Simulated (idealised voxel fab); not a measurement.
process module | voxel wiring stack
cross-section cut | 300 nm wide | cells 5 nm
A cross-section is a grid of square cells, given in bands from the top down. A band is one or more rows of cells.
Each band's line starts with the height of the band's top and of its bottom, in nm. Then come its materials from left to right, each with its width in nm. One material with "throughout" fills the band from edge to edge. "air" is empty space.
Height 0 is the level under which the wafer as received is all one material. The lowest band goes on downwards, as in "0 down".
A width such as "30 to 40" changes by the same amount from each row of cells to the next, from the band's top row to its bottom row.
"no change" after a step means that no cell of the cross-section changed.
closed voids: empty space of 8 cells or more with no open way to the top, each as width x height at its distance from the left edge, in nm
after a step's settings: what the simulator itself notes on the step
overlay nm, on a step with a mask: how far to the right of its planned place the mask lay; to the left if negative
plan
1 op RECEIVE | material Si
2 op CONFORMAL_DEP | material SiO2 | thk nm 10
3 op DIRECTIONAL_DEP | material TiN | thk nm 5
4 op DIRECTIONAL_DEP | material W | thk nm 25
5 op MASKED_ETCH | tone cover | mask id METAL_1 | width nm 25 | pitch nm 45 | etch materials W | depth nm 25 | overlay nm 0
6 op MASKED_ETCH | tone cover | mask id METAL_1 | width nm 25 | pitch nm 45 | etch materials TiN | depth nm 5 | overlay nm 0
7 op FILL_DEP | material lowk | thk nm 10
8 op CMP | height nm 40
9 op CONFORMAL_DEP | material SiCN | thk nm 5
10 op DIRECTIONAL_DEP | material lowk | thk nm 20
11 op MASKED_ETCH | tone open | mask id PLUG_1 | width nm 15 | pitch nm 45 | etch materials lowk | depth nm 20 | overlay nm 0
12 op MASKED_ETCH | tone open | mask id PLUG_1 | width nm 15 | pitch nm 45 | etch materials SiCN | depth nm 5 | overlay nm 0
13 op CONFORMAL_DEP | material TiN | thk nm 5
14 op FILL_DEP | material W | thk nm 5
15 op CMP | height nm 65
16 op CONFORMAL_DEP | material SiN | thk nm 5
17 op DIRECTIONAL_DEP | material SiO2 | thk nm 20
18 op DIRECTIONAL_DEP | material aC | thk nm 10
19 op PATTERN | tone open | mask id METAL_2 | material resist | width nm 25 | pitch nm 45 | thk nm 25 | overlay nm 0
20 op DIRECTIONAL_ETCH | etch materials aC | depth nm 10
21 op STRIP | etch materials resist
22 op DIRECTIONAL_ETCH | etch materials SiO2 | depth nm 20
23 op DIRECTIONAL_ETCH | etch materials SiN | depth nm 5
24 op STRIP | etch materials aC
25 op CONFORMAL_DEP | material TiN | thk nm 5
26 op FILL_DEP | material Cu | thk nm 5
27 op CMP | height nm 90
28 op CONFORMAL_DEP | material SiN | thk nm 5
first wafer, as planned
as received, after step 1
  0 down: Si throughout
  closed voids: none
after step 2
  10 to 0: SiO2 throughout
  below 0: unchanged
after step 3
  15 to 10: TiN throughout
  below 10: unchanged
after step 4
  40 to 15: W throughout
  below 15: unchanged
after step 5
  40 to 15: air 115 | W 25 | air 20 | W 25 | air 115
  below 15: unchanged
after step 6
  40 to 15: air 115 | W 25 | air 20 | W 25 | air 115
  15 to 10: air 115 | TiN 25 | air 20 | TiN 25 | air 115
  below 10: unchanged
after step 7
  50 to 40: lowk throughout
  40 to 15: lowk 115 | W 25 | lowk 20 | W 25 | lowk 115
  15 to 10: lowk 115 | TiN 25 | lowk 20 | TiN 25 | lowk 115
  below 10: unchanged
after step 8
  40 to 15: lowk 115 | W 25 | lowk 20 | W 25 | lowk 115
  below 15: unchanged
after step 9
  45 to 40: SiCN throughout
  below 40: unchanged
after step 10
  65 to 45: lowk throughout
  below 45: unchanged
after step 11
  65 to 45: lowk 115 | air 15 | lowk 30 | air 15 | lowk 125
  below 45: unchanged
after step 12
  65 to 45: lowk 115 | air 15 | lowk 30 | air 15 | lowk 125
  45 to 40: SiCN 115 | air 15 | SiCN 30 | air 15 | SiCN 125
  below 40: unchanged
after step 13
  70 to 65: TiN 120 | air 5 | TiN 40 | air 5 | TiN 130
  65 to 45: lowk 115 | TiN 5 | air 5 | TiN 5 | lowk 30 | TiN 5 | air 5 | TiN 5 | lowk 125
  45 to 40: SiCN 115 | TiN 15 | SiCN 30 | TiN 15 | SiCN 125
  below 40: unchanged
after step 14
  75 to 70: W throughout
  70 to 65: TiN 120 | W 5 | TiN 40 | W 5 | TiN 130
  65 to 45: lowk 115 | TiN 5 | W 5 | TiN 5 | lowk 30 | TiN 5 | W 5 | TiN 5 | lowk 125
  below 45: unchanged
after step 15
  65 to 45: lowk 115 | TiN 5 | W 5 | TiN 5 | lowk 30 | TiN 5 | W 5 | TiN 5 | lowk 125
  below 45: unchanged
after step 16
  70 to 65: SiN throughout
  below 65: unchanged
after step 17
  90 to 70: SiO2 throughout
  below 70: unchanged
after step 18
  100 to 90: aC throughout
  below 90: unchanged
after step 19
  125 to 100: resist 115 | air 25 | resist 20 | air 25 | resist 115
  below 100: unchanged
after step 20
  115 to 100: resist 115 | air 25 | resist 20 | air 25 | resist 115
  100 to 90: aC 115 | air 25 | aC 20 | air 25 | aC 115
  below 90: unchanged
after step 21
  100 to 90: aC 115 | air 25 | aC 20 | air 25 | aC 115
  below 90: unchanged
after step 22
  100 to 90: aC 115 | air 25 | aC 20 | air 25 | aC 115
  90 to 70: SiO2 115 | air 25 | SiO2 20 | air 25 | SiO2 115
  below 70: unchanged
after step 23
  100 to 90: aC 115 | air 25 | aC 20 | air 25 | aC 115
  90 to 70: SiO2 115 | air 25 | SiO2 20 | air 25 | SiO2 115
  70 to 65: SiN 115 | air 25 | SiN 20 | air 25 | SiN 115
  below 65: unchanged
after step 24
  90 to 70: SiO2 115 | air 25 | SiO2 20 | air 25 | SiO2 115
  below 70: unchanged
after step 25
  95 to 90: TiN 120 | air 15 | TiN 30 | air 15 | TiN 120
  90 to 70: SiO2 115 | TiN 5 | air 15 | TiN 5 | SiO2 20 | TiN 5 | air 15 | TiN 5 | SiO2 115
  70 to 65: SiN 115 | TiN 25 | SiN 20 | TiN 25 | SiN 115
  below 65: unchanged
after step 26
  100 to 95: Cu throughout
  95 to 90: TiN 120 | Cu 15 | TiN 30 | Cu 15 | TiN 120
  90 to 70: SiO2 115 | TiN 5 | Cu 15 | TiN 5 | SiO2 20 | TiN 5 | Cu 15 | TiN 5 | SiO2 115
  below 70: unchanged
after step 27
  90 to 70: SiO2 115 | TiN 5 | Cu 15 | TiN 5 | SiO2 20 | TiN 5 | Cu 15 | TiN 5 | SiO2 115
  below 70: unchanged
after step 28
  95 to 90: SiN throughout
  below 90: unchanged
second wafer: like start, like plan, one mistake. Through step 1 it matches the first wafer
when step 2 should have ended
  10 to 0: W throughout
  below 0: unchanged
when step 3 should have ended
  15 to 10: TiN throughout
  below 10: unchanged
when step 4 should have ended
  40 to 15: W throughout
  below 15: unchanged
when step 5 should have ended
  40 to 15: air 115 | W 25 | air 20 | W 25 | air 115
  below 15: unchanged
when step 6 should have ended
  40 to 15: air 115 | W 25 | air 20 | W 25 | air 115
  15 to 10: air 115 | TiN 25 | air 20 | TiN 25 | air 115
  below 10: unchanged
when step 7 should have ended
  50 to 40: lowk throughout
  40 to 15: lowk 115 | W 25 | lowk 20 | W 25 | lowk 115
  15 to 10: lowk 115 | TiN 25 | lowk 20 | TiN 25 | lowk 115
  below 10: unchanged
when step 8 should have ended
  40 to 15: lowk 115 | W 25 | lowk 20 | W 25 | lowk 115
  below 15: unchanged
when step 9 should have ended
  45 to 40: SiCN throughout
  below 40: unchanged
when step 10 should have ended
  65 to 45: lowk throughout
  below 45: unchanged
when step 11 should have ended
  65 to 45: lowk 115 | air 15 | lowk 30 | air 15 | lowk 125
  below 45: unchanged
when step 12 should have ended
  65 to 45: lowk 115 | air 15 | lowk 30 | air 15 | lowk 125
  45 to 40: SiCN 115 | air 15 | SiCN 30 | air 15 | SiCN 125
  below 40: unchanged
when step 13 should have ended
  70 to 65: TiN 120 | air 5 | TiN 40 | air 5 | TiN 130
  65 to 45: lowk 115 | TiN 5 | air 5 | TiN 5 | lowk 30 | TiN 5 | air 5 | TiN 5 | lowk 125
  45 to 40: SiCN 115 | TiN 15 | SiCN 30 | TiN 15 | SiCN 125
  below 40: unchanged
when step 14 should have ended
  75 to 70: W throughout
  70 to 65: TiN 120 | W 5 | TiN 40 | W 5 | TiN 130
  65 to 45: lowk 115 | TiN 5 | W 5 | TiN 5 | lowk 30 | TiN 5 | W 5 | TiN 5 | lowk 125
  below 45: unchanged
when step 15 should have ended
  65 to 45: lowk 115 | TiN 5 | W 5 | TiN 5 | lowk 30 | TiN 5 | W 5 | TiN 5 | lowk 125
  below 45: unchanged
when step 16 should have ended
  70 to 65: SiN throughout
  below 65: unchanged
when step 17 should have ended
  90 to 70: SiO2 throughout
  below 70: unchanged
when step 18 should have ended
  100 to 90: aC throughout
  below 90: unchanged
when step 19 should have ended
  125 to 100: resist 115 | air 25 | resist 20 | air 25 | resist 115
  below 100: unchanged
when step 20 should have ended
  115 to 100: resist 115 | air 25 | resist 20 | air 25 | resist 115
  100 to 90: aC 115 | air 25 | aC 20 | air 25 | aC 115
  below 90: unchanged
when step 21 should have ended
  100 to 90: aC 115 | air 25 | aC 20 | air 25 | aC 115
  below 90: unchanged
when step 22 should have ended
  100 to 90: aC 115 | air 25 | aC 20 | air 25 | aC 115
  90 to 70: SiO2 115 | air 25 | SiO2 20 | air 25 | SiO2 115
  below 70: unchanged
when step 23 should have ended
  100 to 90: aC 115 | air 25 | aC 20 | air 25 | aC 115
  90 to 70: SiO2 115 | air 25 | SiO2 20 | air 25 | SiO2 115
  70 to 65: SiN 115 | air 25 | SiN 20 | air 25 | SiN 115
  below 65: unchanged
when step 24 should have ended
  90 to 70: SiO2 115 | air 25 | SiO2 20 | air 25 | SiO2 115
  below 70: unchanged
when step 25 should have ended
  95 to 90: TiN 120 | air 15 | TiN 30 | air 15 | TiN 120
  90 to 70: SiO2 115 | TiN 5 | air 15 | TiN 5 | SiO2 20 | TiN 5 | air 15 | TiN 5 | SiO2 115
  70 to 65: SiN 115 | TiN 25 | SiN 20 | TiN 25 | SiN 115
  below 65: unchanged
when step 26 should have ended
  100 to 95: Cu throughout
  95 to 90: TiN 120 | Cu 15 | TiN 30 | Cu 15 | TiN 120
  90 to 70: SiO2 115 | TiN 5 | Cu 15 | TiN 5 | SiO2 20 | TiN 5 | Cu 15 | TiN 5 | SiO2 115
  below 70: unchanged
when step 27 should have ended
  90 to 70: SiO2 115 | TiN 5 | Cu 15 | TiN 5 | SiO2 20 | TiN 5 | Cu 15 | TiN 5 | SiO2 115
  below 70: unchanged
when step 28 should have ended
  95 to 90: SiN throughout
  below 90: unchanged
what went wrong: step 2 ran as: op CONFORMAL_DEP | material W | thk nm 10
at the end the second wafer has, in cells: 120 fewer of SiO2 | 120 more of W
